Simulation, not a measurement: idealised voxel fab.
Documented hereafter: the process module known as voxel released beams.
This is section cut - it's 165 nm across, gridded in 5 nm square cells.
Square cells in a grid make up a cross-section in this document, and the grid is given as bands, listed from the top down, each one or more rows of cells.
Quick guide to a band line: top height, bottom height (nm) up front; then every material left to right with its width in nm. Only one material and it's marked "full width"? Then it fills the band edge to edge. And "blank" just means empty space.
Basically, 0 is our baseline, since under it the wafer straight out of the box is all one material. The bottom band has no lower end and keeps on going down, so it looks like "top 0, no bottom".
Quick explanation for "30..40": the width changes in equal steps down the rows of cells, from the first number in the band's top row to the second number in its bottom row.
Where the words "stayed the same" appear for a step, the cross-section shows no cell changed by that step; every cell remained as before.
The entry titled "Unvented cavities" provides the empty spaces that have no open way to the top, restricted to those of 8 cells or more. Each is presented as width x height at distance, the distance being measured from the left edge, with all three in nm.
Heads up: the bit after the settings on a step's line is the simulator's remark on that step.
overlay nm: right-of-plan distance of the mask on a masked step; negative values mean left-of-plan.
Below is the list of planned process steps
step 1: RECEIVE,material Si
step 2: CONFORMAL_DEP,material SiN,thk nm 10
step 3: DIRECTIONAL_DEP,material SiO2,thk nm 20
step 4: DIRECTIONAL_DEP,material aC,thk nm 15
step 5: PATTERN,tone open,mask id ANCHOR,material resist,width nm 35,thk nm 30,overlay nm 0
step 6: DIRECTIONAL_ETCH,etch materials aC,depth nm 15
step 7: STRIP,etch materials resist
step 8: DIRECTIONAL_ETCH,etch materials SiO2,depth nm 20
step 9: STRIP,etch materials aC
step 10: CONFORMAL_DEP,material polySi,thk nm 5
step 11: DIRECTIONAL_DEP,material aC,thk nm 15
step 12: PATTERN,tone cover,mask id BEAM,material resist,width nm 95,thk nm 35,overlay nm 0
step 13: DIRECTIONAL_ETCH,etch materials aC,depth nm 15
step 14: STRIP,etch materials resist
step 15: DIRECTIONAL_ETCH,etch materials polySi,depth nm 15
step 16: STRIP,etch materials aC
step 17: STRIP,etch materials SiO2
What sets these wafers apart? The thk nm at step 10. They all start alike, and the plan carries the first wafer's value.
First of several wafers, received after step 1, in cross-section
* top 0, no bottom | Si full width
* Unvented cavities: none
Here's the first of several wafers in cross-section, end of the module, after the last step, step 17
* top 35, bottom 30 | 30 nm blank, 10 nm polySi, 25 nm blank, 60 nm polySi, 40 nm blank
* top 30, bottom 15 | 35 nm blank, 5 nm polySi, 25 nm blank, 5 nm polySi, 95 nm blank
* top 15, bottom 10 | 35 nm blank, 35 nm polySi, 95 nm blank
* top 10, bottom 0 | SiN full width
* top 0, no bottom | Si full width
* Unvented cavities: none
The module's end: a cross-section of the last wafer
* top 60, bottom 45 | 30 nm blank, 95 nm polySi, 40 nm blank
* top 45, bottom 30 | polySi full width
* top 30, bottom 10 | 35 nm SiO2, 35 nm polySi, 95 nm SiO2
* top 10, bottom 0 | SiN full width
* top 0, no bottom | Si full width
* Unvented cavities: none
The following table contains a row per wafer, in which are reported, at the conclusion of the module, the cells of each material gained (+) or lost (-) since the wafer's receipt, with its closed voids given thereafter
thk nm 5; +66 SiN; +27 polySi; Unvented cavities: none
thk nm 10; +66 SiN; +54 polySi; Unvented cavities: none
thk nm 15; +66 SiN; +81 polySi; Unvented cavities: none
thk nm 20; +66 SiN; +104 SiO2; +118 polySi; Unvented cavities: none
thk nm 25; +66 SiN; +104 SiO2; +151 polySi; Unvented cavities: none
thk nm 30; +66 SiN; +104 SiO2; +184 polySi; Unvented cavities: none
